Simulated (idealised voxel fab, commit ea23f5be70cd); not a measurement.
The document below concerns the process module designated voxel spacer lines.
cross-section cut | 175 nm wide | cells 5 nm
Bands, listed from the top down, are how a cross-section gets written in this document; the cross-section itself is a grid of square cells, and a band is one or more rows of them. Within each band entry, the heights of the top and of the bottom of the band appear first, in that order and in nm; the materials of the band then follow from left to right, each with its corresponding width in nm. The designation "throughout" on a single material indicates that it fills the band from edge to edge; the designation "empty" indicates empty space. Heads up on the height convention: 0 is the point under which the incoming wafer is all one material, and the lowest band has no bottom, it just keeps going down, like "0 -> down". Graded width ("30->40"): value in top row of band = first number; value in bottom row = second number; row-to-row change constant. Step marked "changes: none"? Then no cell in the cross-section changed in it. Reported under the label "Cavities, sealed" are the empty spaces having no open way to the top and comprising 8 cells or more; the notation for each is width x height at distance, in which the distance is measured from the left edge and all three values are in nm. It should be noted that, on the line of a given step, the content following the step's settings is a remark produced by the simulator itself with respect to that step. On any step carrying a mask, the "overlay nm" setting, if present on the step's line, tells how far right of its planned place the mask lay; negative values point to the left.

Intended process steps
1,RECEIVE, material Si
2,CONFORMAL_DEP, material Al2O3, thk nm 5
3,DIRECTIONAL_DEP, material W, thk nm 15
4,DIRECTIONAL_DEP, material aC, thk nm 30
5,PATTERN, tone cover, mask id MANDREL, material resist, width nm 15, pitch nm 70, thk nm 35, overlay nm 0
6,DIRECTIONAL_ETCH, etch materials aC, depth nm 30
7,STRIP, etch materials resist
8,CONFORMAL_DEP, material SiN, thk nm 15
9,DIRECTIONAL_ETCH, etch materials SiN, depth nm 15
10,STRIP, etch materials aC
11,DIRECTIONAL_ETCH, etch materials W, depth nm 15
12,STRIP, etch materials SiN
13,FILL_DEP, material SiO2, thk nm 5
14,CMP, height nm 20
Across this set of wafers, the varied parameter is the width nm of step 5. Starting conditions are identical for every wafer, and the plan reports the value assigned to the first wafer.

Cross-section: the first of several wafers in its as-received state, i.e. following step 1
0 -> down | Si throughout
Cavities, sealed: none

Take a look at the first of several wafers in cross-section: the module is done, and step 14 was its last step
20 -> 5 | 30 SiO2 / 15 W / 15 SiO2 / 15 W / 25 SiO2 / 15 W / 15 SiO2 / 15 W / 30 SiO2
5 -> 0 | Al2O3 throughout
0 -> down | Si throughout
Cavities, sealed: none

Final wafer of several, shown in cross-section at the end of the module
20 -> 5 | 20 SiO2 / 15 W / 35 SiO2 / 15 W / 5 SiO2 / 15 W / 35 SiO2 / 15 W / 20 SiO2
5 -> 0 | Al2O3 throughout
0 -> down | Si throughout
Cavities, sealed: none

Note: the following table is arranged by wafer, a row apiece. Each row reports the end-of-module state: per material, cells gained (+) or cells lost (-) compared with the wafer as received; closed voids follow
width nm 15 | +35 Al2O3 | +69 SiO2 | +36 W | Cavities, sealed: none
width nm 20 | +35 Al2O3 | +69 SiO2 | +36 W | Cavities, sealed: none
width nm 25 | +35 Al2O3 | +69 SiO2 | +36 W | Cavities, sealed: none
width nm 30 | +35 Al2O3 | +69 SiO2 | +36 W | Cavities, sealed: none
width nm 35 | +35 Al2O3 | +69 SiO2 | +36 W | Cavities, sealed: none
